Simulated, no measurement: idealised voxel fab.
Name of the process module below: voxel fin reveal
It is cross-section cut that appears here, measuring 275 nm in width, its square cells being 5 nm in size.
Cross-sections here: square-cell grids, written as top-down lists of bands, a band being one or more rows of cells. Band: top and bottom heights (nm) first, top before bottom; then materials from left to right, widths in nm. "edge to edge" marks a sole material filling the band edge to edge. "empty" denotes empty space. Note: height 0 marks the level under which the wafer is uniformly one material as received. Lowest band unbounded below, written "0..down". Top row gets the first number, bottom row gets the second, and each row in between changes by the same step: that is how a band width like "30..40" works. "everything unchanged" for a step: no cell of the cross-section changed in that step. Empty spaces counting at least 8 cells and having no open way to the top are listed in "Sealed voids". The notation width x height at distance is used for each, the distance being from the left edge and all three values in nm. It should be noted that, on the line of a given step, the content following the step's settings is a remark produced by the simulator itself with respect to that step. Regarding "overlay nm": on a step with a mask, it is the distance the mask lay to the right of its planned place; a negative value places it to the left.

**The process steps that were planned are listed below**
step 1: RECEIVE | material Si
step 2: CONFORMAL_DEP | material SiN | thk nm 5
step 3: MASKED_ETCH | tone cover | mask id FINS | width nm 15 | pitch nm 35 | etch materials SiN | depth nm 5 | overlay nm 0
step 4: MASKED_ETCH | tone cover | mask id FINS | width nm 15 | pitch nm 35 | etch materials Si | depth nm 40 | overlay nm 0
step 5: OXIDIZE | depth nm 5
step 6: FILL_DEP | material SiO2 | thk nm 15
step 7: CMP | height nm -5
step 8: SELECTIVE_ETCH | etch materials SiO2 | depth nm 20
step 9: STRIP | etch materials SiN
Split variable: height nm, step 7. Plan value = first wafer. Wafers start alike.

**First of several wafers, received after step 1, in cross-section**
  0..down | Si edge to edge
  Sealed voids: none

**End of module: cross-section of the first of several wafers after step 9, the last step**
  -5..-25 | empty: 80, Si: 5, empty: 30, Si: 5, empty: 30, Si: 5, empty: 30, Si: 5, empty: 85
  -25..-45 | SiO2: 80, Si: 5, SiO2: 30, Si: 5, SiO2: 30, Si: 5, SiO2: 30, Si: 5, SiO2: 85
  -45..down | Si edge to edge
  Sealed voids: none

**Here we cross-sectioned the last of the wafers once the module was done**
  0..-45 | SiO2: 80, Si: 5, SiO2: 30, Si: 5, SiO2: 30, Si: 5, SiO2: 30, Si: 5, SiO2: 85
  -45..down | Si edge to edge
  Sealed voids: none

**Note: the following table is arranged by wafer, a row apiece. Each row reports the end-of-module state: per material, cells gained (+) or cells lost (-) compared with the wafer as received; closed voids follow**
height nm -5 | -463 Si | +204 SiO2 | Sealed voids: none
height nm 0 | -459 Si | +255 SiO2 | Sealed voids: none
height nm 5 | -459 Si | +306 SiO2 | Sealed voids: none
height nm 10 | -459 Si | +357 SiO2 | Sealed voids: none
height nm 15 | -459 Si | +408 SiO2 | Sealed voids: none
height nm 20 | -459 Si | +459 SiO2 | Sealed voids: none
